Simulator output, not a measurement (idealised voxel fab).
A process module follows: voxel self aligned contacts.
The cross-section on display is named cut; it measures 275 nm wide, and its cells are 5 nm squares.
Reading order for cross-sections: top band down to bottom band. Underlying form: a grid of square cells. Band size: one or more rows of cells. Band: top and bottom heights (nm) first, top before bottom; then materials from left to right, widths in nm. "throughout" marks a sole material filling the band edge to edge. "air" denotes empty space. Heads up on the height convention: 0 is the point under which the incoming wafer is all one material, and the lowest band has no bottom, it just keeps going down, like "0 down". Width spec "30..40" -> top row of cells at first value, bottom row at second value, equal per-row change in between. "identical to before" (step): cross-section cells unchanged, all of them. Basically, "Entrapped void list" tells you about the enclosed voids: empty spaces with no open way to the top, 8 cells or bigger, each written width x height at distance, where distance is from the left edge, all in nm. If you see something after the settings on a step's line, that's the simulator's own remark about that step. A step's line can hold "overlay nm"; with a mask on that step, the setting says how far right of the planned place the mask lay, while a negative setting says it lay to the left.

**The process steps that were planned are listed below**
1. RECEIVE with material Si
2. OXIDIZE with depth nm 5
3. DIRECTIONAL_DEP with material polySi, thk nm 30
4. DIRECTIONAL_DEP with material SiN, thk nm 20
5. PATTERN with tone cover, mask id GATE, material resist, width nm 35, pitch nm 70, thk nm 20, overlay nm 0
6. DIRECTIONAL_ETCH with etch materials SiN, depth nm 20
7. DIRECTIONAL_ETCH with etch materials polySi, depth nm 30
8. STRIP with etch materials resist
9. CONFORMAL_DEP with material SiN, thk nm 5
10. DIRECTIONAL_ETCH with etch materials SiN, depth nm 5
11. FILL_DEP with material SiO2, thk nm 15
12. CMP with height nm 60
13. PATTERN with tone open, mask id CONTACT, material resist, width nm 55, pitch nm 70, thk nm 20, overlay nm 0
14. DIRECTIONAL_ETCH with etch materials SiO2, depth nm 65
15. STRIP with etch materials resist
16. CONFORMAL_DEP with material TiN, thk nm 5
17. FILL_DEP with material W, thk nm 5
18. CMP with height nm 60
19. CONFORMAL_DEP with material SiN, thk nm 5

**Wafer as received: cross-section following step 1**
  0 down | Si throughout
  Entrapped void list: none

**first wafer at the end, as planned**
  65 to 60 | SiN throughout
  60 to 50 | SiO2=75; TiN=5..20; W=45..15; TiN=5..20; SiO2=15; TiN=5..20; W=45..15; TiN=5..20; SiO2=75
  50 to 30 | SiO2=45; SiN=45; TiN=5; W=15; TiN=5; SiN=45; TiN=5; W=15; TiN=5; SiN=45; SiO2=45
  30 to 0 | SiO2=45; SiN=5; polySi=35; SiN=5; TiN=5; W=15; TiN=5; SiN=5; polySi=35; SiN=5; TiN=5; W=15; TiN=5; SiN=5; polySi=35; SiN=5; SiO2=45
  0 to -5 | SiO2=90; TiN=25; SiO2=45; TiN=25; SiO2=90
  -5 down | Si throughout
  Entrapped void list: none

**End of module, second wafer, cross-section. Started like the first, planned like the first, run with one mistake**
  65 to 60 | SiN throughout
  60 to 55 | SiO2=45; SiN=45; TiN=5; W=15; TiN=5; SiN=45; TiN=5; W=15; TiN=5; SiN=45; SiO2=45
  55 to 50 | SiO2=45; SiN=45; TiN=25; SiN=45; TiN=25; SiN=45; SiO2=45
  50 to 30 | SiN throughout
  30 to 0 | polySi throughout
  0 to -5 | SiO2 throughout
  -5 down | Si throughout
  Entrapped void list: none
Diagnosis: plan step 4 ran twice
Final wafer comparison in cells, second versus first, more or fewer per material: +130 SiN, -200 SiO2, -56 TiN, -78 W, +204 polySi
